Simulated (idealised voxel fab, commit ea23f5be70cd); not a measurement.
The process module presented herein is designated voxel double patterning.
cross-section cut | 300 nm wide | cells 5 nm
Format of a cross-section: grid, square cells. Given as bands. Order: top down. Band: one or more rows of cells. Band: top height; bottom height; in nm. Then, left to right: material with width in nm, for each material. "edge to edge": a single material spanning edge to edge. "air": empty space. Height reference: 0 = level under which incoming wafer is all one material. Lowest band: no bottom, runs on downward, e.g. "top 0, no bottom". So if you see something like "30 to 40" for the width, read it as the top row of the band sitting at the first number and the bottom row at the second, with every row in between moving by the same amount as the last. What does "stayed the same" mean for a step? It means no cell of the cross-section changed in that step. "Enclosed internal voids" enumerates empty spaces isolated from the top, with no open way to it, that contain at least 8 cells, giving each as width x height at distance from the left edge, all three in nm. The remark found on a step's line after its settings is issued by the simulator itself and pertains to that step. Steps that use a mask can have "overlay nm" on their line. It says how far the mask sat to the right of where it was meant to be. Negative means to the left.
The process steps that were planned are listed below:
step 1: RECEIVE: material Si
step 2: CONFORMAL_DEP: material SiO2, thk nm 5
step 3: DIRECTIONAL_DEP: material W, thk nm 15
step 4: DIRECTIONAL_DEP: material SiCN, thk nm 10
step 5: DIRECTIONAL_DEP: material aC, thk nm 15
step 6: PATTERN: tone open, mask id FIRST, material resist, width nm 15, pitch nm 50, thk nm 30, overlay nm 0
step 7: DIRECTIONAL_ETCH: etch materials aC, depth nm 15
step 8: STRIP: etch materials resist
step 9: DIRECTIONAL_ETCH: etch materials SiCN, depth nm 10
step 10: STRIP: etch materials aC
step 11: PATTERN: tone open, mask id SECOND, material resist, width nm 15, pitch nm 50, thk nm 15, overlay nm 0
step 12: DIRECTIONAL_ETCH: etch materials SiCN, depth nm 10
step 13: STRIP: etch materials resist
step 14: DIRECTIONAL_ETCH: etch materials W, depth nm 15
step 15: STRIP: etch materials SiCN
First wafer, two in total, run as planned:
Received-state cross-section, reflecting completion of step 1:
- top 0, no bottom | Si edge to edge
- Enclosed internal voids: none
State of the wafer after step 2, shown in cross-section:
- top 5, bottom 0 | SiO2 edge to edge
- Note: structure below 0 unchanged.
State of the wafer after step 3, shown in cross-section:
- top 20, bottom 5 | W edge to edge
- Note: structure below 5 unchanged.
State of the wafer after step 4, shown in cross-section:
- top 30, bottom 20 | SiCN edge to edge
- Note: structure below 20 unchanged.
State of the wafer after step 5, shown in cross-section:
- top 45, bottom 30 | aC edge to edge
- Note: structure below 30 unchanged.
State of the wafer after step 6, shown in cross-section:
- top 75, bottom 45 | 90 of resist, then 15 of air, then 35 of resist, then 15 of air, then 35 of resist, then 15 of air, then 95 of resist
- Note: structure below 45 unchanged.
State of the wafer after step 7, shown in cross-section:
- top 60, bottom 45 | 90 of resist, then 15 of air, then 35 of resist, then 15 of air, then 35 of resist, then 15 of air, then 95 of resist
- top 45, bottom 30 | 90 of aC, then 15 of air, then 35 of aC, then 15 of air, then 35 of aC, then 15 of air, then 95 of aC
- Note: structure below 30 unchanged.
State of the wafer after step 8, shown in cross-section:
- top 45, bottom 30 | 90 of aC, then 15 of air, then 35 of aC, then 15 of air, then 35 of aC, then 15 of air, then 95 of aC
- Note: structure below 30 unchanged.
State of the wafer after step 9, shown in cross-section:
- top 45, bottom 30 | 90 of aC, then 15 of air, then 35 of aC, then 15 of air, then 35 of aC, then 15 of air, then 95 of aC
- top 30, bottom 20 | 90 of SiCN, then 15 of air, then 35 of SiCN, then 15 of air, then 35 of SiCN, then 15 of air, then 95 of SiCN
- Note: structure below 20 unchanged.
State of the wafer after step 10, shown in cross-section:
- top 30, bottom 20 | 90 of SiCN, then 15 of air, then 35 of SiCN, then 15 of air, then 35 of SiCN, then 15 of air, then 95 of SiCN
- Note: structure below 20 unchanged.
State of the wafer after step 11, shown in cross-section:
- top 45, bottom 30 | 115 of resist, then 15 of air, then 35 of resist, then 15 of air, then 120 of resist
- top 30, bottom 20 | 90 of SiCN, then 15 of resist, then 35 of SiCN, then 15 of resist, then 35 of SiCN, then 15 of resist, then 95 of SiCN
- Note: structure below 20 unchanged.
State of the wafer after step 12, shown in cross-section:
- top 45, bottom 30 | 115 of resist, then 15 of air, then 35 of resist, then 15 of air, then 120 of resist
- top 30, bottom 20 | 90 of SiCN, then 15 of resist, then 10 of SiCN, then 15 of air, then 10 of SiCN, then 15 of resist, then 10 of SiCN, then 15 of air, then 10 of SiCN, then 15 of resist, then 95 of SiCN
- Note: structure below 20 unchanged.
State of the wafer after step 13, shown in cross-section:
- top 30, bottom 20 | 90 of SiCN, then 15 of air, then 10 of SiCN, then 15 of air, then 10 of SiCN, then 15 of air, then 10 of SiCN, then 15 of air, then 10 of SiCN, then 15 of air, then 95 of SiCN
- Note: structure below 20 unchanged.
State of the wafer after step 14, shown in cross-section:
- top 30, bottom 20 | 90 of SiCN, then 15 of air, then 10 of SiCN, then 15 of air, then 10 of SiCN, then 15 of air, then 10 of SiCN, then 15 of air, then 10 of SiCN, then 15 of air, then 95 of SiCN
- top 20, bottom 5 | 90 of W, then 15 of air, then 10 of W, then 15 of air, then 10 of W, then 15 of air, then 10 of W, then 15 of air, then 10 of W, then 15 of air, then 95 of W
- Note: structure below 5 unchanged.
State of the wafer after step 15, shown in cross-section:
- top 20, bottom 5 | 90 of W, then 15 of air, then 10 of W, then 15 of air, then 10 of W, then 15 of air, then 10 of W, then 15 of air, then 10 of W, then 15 of air, then 95 of W
- Note: structure below 5 unchanged.
Now the other wafer: same start, same recipe, but we messed up one thing when running it. Up to and including step 1 it's the same as the first one:
The second wafer in cross-section, at the planned close of step 2:
- top 5, bottom 0 | aC edge to edge
- Note: structure below 0 unchanged.
The second wafer in cross-section, at the planned close of step 3:
- top 20, bottom 5 | W edge to edge
- Note: structure below 5 unchanged.
The second wafer in cross-section, at the planned close of step 4:
- top 30, bottom 20 | SiCN edge to edge
- Note: structure below 20 unchanged.
The second wafer in cross-section, at the planned close of step 5:
- top 45, bottom 30 | aC edge to edge
- Note: structure below 30 unchanged.
The second wafer in cross-section, at the planned close of step 6:
- top 75, bottom 45 | 90 of resist, then 15 of air, then 35 of resist, then 15 of air, then 35 of resist, then 15 of air, then 95 of resist
- Note: structure below 45 unchanged.
The second wafer in cross-section, at the planned close of step 7:
- top 60, bottom 45 | 90 of resist, then 15 of air, then 35 of resist, then 15 of air, then 35 of resist, then 15 of air, then 95 of resist
- top 45, bottom 30 | 90 of aC, then 15 of air, then 35 of aC, then 15 of air, then 35 of aC, then 15 of air, then 95 of aC
- Note: structure below 30 unchanged.
The second wafer in cross-section, at the planned close of step 8:
- top 45, bottom 30 | 90 of aC, then 15 of air, then 35 of aC, then 15 of air, then 35 of aC, then 15 of air, then 95 of aC
- Note: structure below 30 unchanged.
The second wafer in cross-section, at the planned close of step 9:
- top 45, bottom 30 | 90 of aC, then 15 of air, then 35 of aC, then 15 of air, then 35 of aC, then 15 of air, then 95 of aC
- top 30, bottom 20 | 90 of SiCN, then 15 of air, then 35 of SiCN, then 15 of air, then 35 of SiCN, then 15 of air, then 95 of SiCN
- Note: structure below 20 unchanged.
The second wafer in cross-section, at the planned close of step 10:
- top 30, bottom 20 | 90 of SiCN, then 15 of air, then 35 of SiCN, then 15 of air, then 35 of SiCN, then 15 of air, then 95 of SiCN
- Note: structure below 20 unchanged.
The second wafer in cross-section, at the planned close of step 11:
- top 45, bottom 30 | 115 of resist, then 15 of air, then 35 of resist, then 15 of air, then 120 of resist
- top 30, bottom 20 | 90 of SiCN, then 15 of resist, then 35 of SiCN, then 15 of resist, then 35 of SiCN, then 15 of resist, then 95 of SiCN
- Note: structure below 20 unchanged.
The second wafer in cross-section, at the planned close of step 12:
- top 45, bottom 30 | 115 of resist, then 15 of air, then 35 of resist, then 15 of air, then 120 of resist
- top 30, bottom 20 | 90 of SiCN, then 15 of resist, then 10 of SiCN, then 15 of air, then 10 of SiCN, then 15 of resist, then 10 of SiCN, then 15 of air, then 10 of SiCN, then 15 of resist, then 95 of SiCN
- Note: structure below 20 unchanged.
The second wafer in cross-section, at the planned close of step 13:
- top 30, bottom 20 | 90 of SiCN, then 15 of air, then 10 of SiCN, then 15 of air, then 10 of SiCN, then 15 of air, then 10 of SiCN, then 15 of air, then 10 of SiCN, then 15 of air, then 95 of SiCN
- Note: structure below 20 unchanged.
The second wafer in cross-section, at the planned close of step 14:
- top 30, bottom 20 | 90 of SiCN, then 15 of air, then 10 of SiCN, then 15 of air, then 10 of SiCN, then 15 of air, then 10 of SiCN, then 15 of air, then 10 of SiCN, then 15 of air, then 95 of SiCN
- top 20, bottom 5 | 90 of W, then 15 of air, then 10 of W, then 15 of air, then 10 of W, then 15 of air, then 10 of W, then 15 of air, then 10 of W, then 15 of air, then 95 of W
- Note: structure below 5 unchanged.
The second wafer in cross-section, at the planned close of step 15:
- top 20, bottom 5 | 90 of W, then 15 of air, then 10 of W, then 15 of air, then 10 of W, then 15 of air, then 10 of W, then 15 of air, then 10 of W, then 15 of air, then 95 of W
- Note: structure below 5 unchanged.
Short version of what went wrong: contrary to plan, step 2 was performed as CONFORMAL_DEP: material aC, thk nm 5
Per the end-of-run cell counts, the second wafer holds more or fewer of some materials than the first: SiO2 -60, aC +60
